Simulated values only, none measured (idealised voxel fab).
process module | voxel fin reveal
cross-section cut | 180 nm wide | cells 5 nm
A cross-section is a grid of square cells, given in bands from the top down. A band is one or more rows of cells.
Each band's line starts with the height of the band's top and of its bottom, in nm. Then come its materials from left to right, each with its width in nm. One material with "throughout" fills the band from edge to edge. "air" is empty space.
Height 0 is the level under which the wafer as received is all one material. The lowest band goes on downwards, as in "0 down".
A width such as "30 to 40" changes by the same amount from each row of cells to the next, from the band's top row to its bottom row.
"no change" after a step means that no cell of the cross-section changed.
closed voids: empty space of 8 cells or more with no open way to the top, each as width x height at its distance from the left edge, in nm
after a step's settings: what the simulator itself notes on the step
overlay nm, on a step with a mask: how far to the right of its planned place the mask lay; to the left if negative
plan
1 op RECEIVE | material Si
2 op CONFORMAL_DEP | material SiN | thk nm 10
3 op DIRECTIONAL_DEP | material aC | thk nm 10
4 op PATTERN | tone cover | mask id FINS | material resist | width nm 15 | pitch nm 45 | thk nm 25 | overlay nm 0
5 op DIRECTIONAL_ETCH | etch materials aC | depth nm 10
6 op STRIP | etch materials resist
7 op DIRECTIONAL_ETCH | etch materials SiN | depth nm 10
8 op DIRECTIONAL_ETCH | etch materials Si | depth nm 30
9 op STRIP | etch materials aC
10 op FILL_DEP | material SiO2 | thk nm 10
11 op CMP | height nm 10
12 op SELECTIVE_ETCH | etch materials SiO2 | depth nm 30
13 op STRIP | etch materials SiN
14 op CONFORMAL_DEP | material HfO2 | thk nm 5
as received, after step 1
  0 down: Si throughout
  closed voids: none
first wafer at the end, as planned
  5 to 0: air 55 | HfO2 25 | air 20 | HfO2 25 | air 55
  0 to -15: air 55 | HfO2 5 | Si 15 | HfO2 5 | air 20 | HfO2 5 | Si 15 | HfO2 5 | air 55
  -15 to -20: HfO2 60 | Si 15 | HfO2 30 | Si 15 | HfO2 60
  -20 to -30: SiO2 60 | Si 15 | SiO2 30 | Si 15 | SiO2 60
  -30 down: Si throughout
  closed voids: none
second wafer at the end: like start, like plan, one mistake
  15 to 10: HfO2 65 | air 5 | HfO2 40 | air 5 | HfO2 65
  10 to 5: aC 60 | HfO2 5 | air 5 | HfO2 5 | aC 30 | HfO2 5 | air 5 | HfO2 5 | aC 60
  5 to 0: aC 60 | HfO2 15 | aC 30 | HfO2 15 | aC 60
  0 to -30: aC 60 | Si 15 | aC 30 | Si 15 | aC 60
  -30 down: Si throughout
  closed voids: none
what went wrong: step 10 ran as: op FILL_DEP | material aC | thk nm 10
at the end the second wafer has, in cells: 8 fewer of HfO2 | 60 fewer of SiO2 | 240 more of aC
